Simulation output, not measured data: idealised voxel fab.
You're looking at the process module voxel transistor to metal.
Xsec cut, 285 nm wide, square cell size 5 nm.
Think of the cross-section as a grid of square cells. We describe it in bands, top to bottom, and each band covers one or more rows of those cells.
Look at the band entry: it leads with the top's height and the bottom's height in nm. Then it lists the materials left to right, with a width in nm for each. The word "full width" on a single material says that material fills the band edge to edge. The word "air" is empty space.
Convention: height 0 is the level below which the wafer, as received, is all one material. The lowest band does not terminate at the bottom but continues downward, represented as "top 0, no bottom".
A width such as "30..40" changes by the same amount from each row of cells to the next, from the band's top row to its bottom row.
No cell of the cross-section changed in a step that is given as "nothing got changed".
"Enclosed cavities" - sealed voids, min. 8 cells, no opening to top; format: width x height at distance (distance from left edge; nm throughout).
after a step's settings: what the simulator itself notes on the step
Regarding "overlay nm": on a step with a mask, it is the distance the mask lay to the right of its planned place; a negative value places it to the left.
[Planned process steps]
1 RECEIVE, material Si
2 OXIDIZE, depth nm 5
3 CONFORMAL_DEP, material SiN, thk nm 10
4 PATTERN, tone cover, mask id ACTIVE, material resist, width nm 115, pitch nm 135, thk nm 15, overlay nm 0
5 DIRECTIONAL_ETCH, etch materials SiN, depth nm 10
6 DIRECTIONAL_ETCH, etch materials SiO2, depth nm 5
7 DIRECTIONAL_ETCH, etch materials Si, depth nm 20
8 STRIP, etch materials resist
9 FILL_DEP, material SiO2, thk nm 15
10 CMP, height nm 10
11 SELECTIVE_ETCH, etch materials SiO2, depth nm 10
12 STRIP, etch materials SiN
13 SELECTIVE_ETCH, etch materials SiO2, depth nm 5
14 OXIDIZE, depth nm 5
15 DIRECTIONAL_DEP, material polySi, thk nm 25
16 DIRECTIONAL_DEP, material SiCN, thk nm 10
17 MASKED_ETCH, tone cover, mask id GATE, width nm 15, pitch nm 135, etch materials SiCN, depth nm 20, overlay nm 0
18 MASKED_ETCH, tone cover, mask id GATE, width nm 15, pitch nm 135, etch materials polySi, depth nm 35, overlay nm 0
19 CONFORMAL_DEP, material SiN, thk nm 5
20 DIRECTIONAL_ETCH, etch materials SiN, depth nm 5
21 DIRECTIONAL_ETCH, etch materials SiO2, depth nm 5
22 EPI, material nSi, thk nm 5
23 FILL_DEP, material SiO2, thk nm 5
24 CMP, height nm 30
25 DIRECTIONAL_DEP, material SiO2, thk nm 15
26 MASKED_ETCH, tone open, mask id CONTACT, width nm 20, etch materials SiO2, depth nm 50, overlay nm 0
27 CONFORMAL_DEP, material TiN, thk nm 5
28 FILL_DEP, material W, thk nm 5
29 CMP, height nm 45
30 CONFORMAL_DEP, material SiCN, thk nm 5
31 DIRECTIONAL_DEP, material SiO2, thk nm 25
32 PATTERN, tone open, mask id METAL_1, material resist, width nm 20, thk nm 20, overlay nm 0
33 DIRECTIONAL_ETCH, etch materials SiO2, depth nm 25
34 DIRECTIONAL_ETCH, etch materials SiCN, depth nm 5
35 STRIP, etch materials resist
36 CONFORMAL_DEP, material TiN, thk nm 5
37 FILL_DEP, material Cu, thk nm 10
38 CMP, height nm 75
39 CONFORMAL_DEP, material SiCN, thk nm 5
[Delivered wafer in cross-section: state after step 1]
  top 0, no bottom: Si full width
  Enclosed cavities: none
[Looking at the first of two wafers in cross-section at end of module - ran to plan]
  top 80, bottom 75: SiCN full width
  top 75, bottom 50: SiO2=25, then TiN=5, then Cu=10, then TiN=5, then SiO2=55, then TiN=5, then Cu=10, then TiN=5, then SiO2=40, then TiN=5, then Cu=10, then TiN=5, then SiO2=55, then TiN=5, then Cu=10, then TiN=5, then SiO2=30
  top 50, bottom 45: SiCN=25, then TiN=20, then SiCN=55, then TiN=20, then SiCN=40, then TiN=20, then SiCN=55, then TiN=20, then SiCN=30
  top 45, bottom 30: SiO2=25, then TiN=5, then W=10, then TiN=5, then SiO2=55, then TiN=5, then W=10, then TiN=5, then SiO2=40, then TiN=5, then W=10, then TiN=5, then SiO2=55, then TiN=5, then W=10, then TiN=5, then SiO2=30
  top 30, bottom 20: SiO2=25, then TiN=5, then W=10, then TiN=5, then SiO2=15, then SiN=5, then SiCN=15, then SiN=5, then SiO2=15, then TiN=5, then W=10, then TiN=5, then SiO2=40, then TiN=5, then W=10, then TiN=5, then SiO2=15, then SiN=5, then SiCN=15, then SiN=5, then SiO2=15, then TiN=5, then W=10, then TiN=5, then SiO2=30
  top 20, bottom 0: SiO2=25, then TiN=5, then W=10, then TiN=5, then SiO2=15, then SiN=5, then polySi=15, then SiN=5, then SiO2=15, then TiN=5, then W=10, then TiN=5, then SiO2=40, then TiN=5, then W=10, then TiN=5, then SiO2=15, then SiN=5, then polySi=15, then SiN=5, then SiO2=15, then TiN=5, then W=10, then TiN=5, then SiO2=30
  top 0, bottom -5: SiO2=25, then TiN=20, then SiO2=15, then SiN=5, then polySi=15, then SiN=5, then SiO2=15, then TiN=20, then SiO2=40, then TiN=20, then SiO2=15, then SiN=5, then polySi=15, then SiN=5, then SiO2=15, then TiN=20, then SiO2=30
  top -5, bottom -10: SiO2=10, then nSi=50, then SiO2=25, then nSi=50, then SiO2=10, then nSi=50, then SiO2=25, then nSi=50, then SiO2=15
  top -10, bottom -25: SiO2=15, then Si=115, then SiO2=20, then Si=115, then SiO2=20
  top -25, no bottom: Si full width
  Enclosed cavities: none
[Cross-section, second wafer: same start as the first, same plan as the first, one mistake in running it; taken at the end of the module]
  top 80, bottom 75: SiCN full width
  top 75, bottom 50: SiO2=25, then TiN=5, then Cu=10, then TiN=5, then SiO2=55, then TiN=5, then Cu=10, then TiN=5, then SiO2=40, then TiN=5, then Cu=10, then TiN=5, then SiO2=55, then TiN=5, then Cu=10, then TiN=5, then SiO2=30
  top 50, bottom 45: SiCN=25, then TiN=20, then SiCN=55, then TiN=20, then SiCN=40, then TiN=20, then SiCN=55, then TiN=20, then SiCN=30
  top 45, bottom 30: SiO2=15, then TiN=5, then W=10, then TiN=5, then SiO2=55, then TiN=5, then W=10, then TiN=5, then SiO2=40, then TiN=5, then W=10, then TiN=5, then SiO2=55, then TiN=5, then W=10, then TiN=5, then SiO2=40
  top 30, bottom 20: SiO2=15, then TiN=5, then W=10, then TiN=5, then SiO2=25, then SiN=5, then SiCN=15, then SiN=5, then SiO2=5, then TiN=5, then W=10, then TiN=5, then SiO2=40, then TiN=5, then W=10, then TiN=5, then SiO2=25, then SiN=5, then SiCN=15, then SiN=5, then SiO2=5, then TiN=5, then W=10, then TiN=5, then SiO2=40
  top 20, bottom 0: SiO2=15, then TiN=5, then W=10, then TiN=5, then SiO2=25, then SiN=5, then polySi=15, then SiN=5, then SiO2=5, then TiN=5, then W=10, then TiN=5, then SiO2=40, then TiN=5, then W=10, then TiN=5, then SiO2=25, then SiN=5, then polySi=15, then SiN=5, then SiO2=5, then TiN=5, then W=10, then TiN=5, then SiO2=40
  top 0, bottom -5: SiO2=15, then TiN=20, then SiO2=25, then SiN=5, then polySi=15, then SiN=5, then SiO2=5, then TiN=20, then SiO2=40, then TiN=20, then SiO2=25, then SiN=5, then polySi=15, then SiN=5, then SiO2=5, then TiN=20, then SiO2=40
  top -5, bottom -10: SiO2=10, then nSi=50, then SiO2=25, then nSi=50, then SiO2=10, then nSi=50, then SiO2=25, then nSi=50, then SiO2=15
  top -10, bottom -25: SiO2=15, then Si=115, then SiO2=20, then Si=115, then SiO2=20
  top -25, no bottom: Si full width
  Enclosed cavities: none
Misprocessing identified: step 26 went in with a setting other than planned; the actual run was MASKED_ETCH, tone open, mask id CONTACT, width nm 20, etch materials SiO2, depth nm 50, overlay nm -10
Comparing end states, the material composition by cell count is preserved from the first wafer to the second, while the locations of the cells are not.
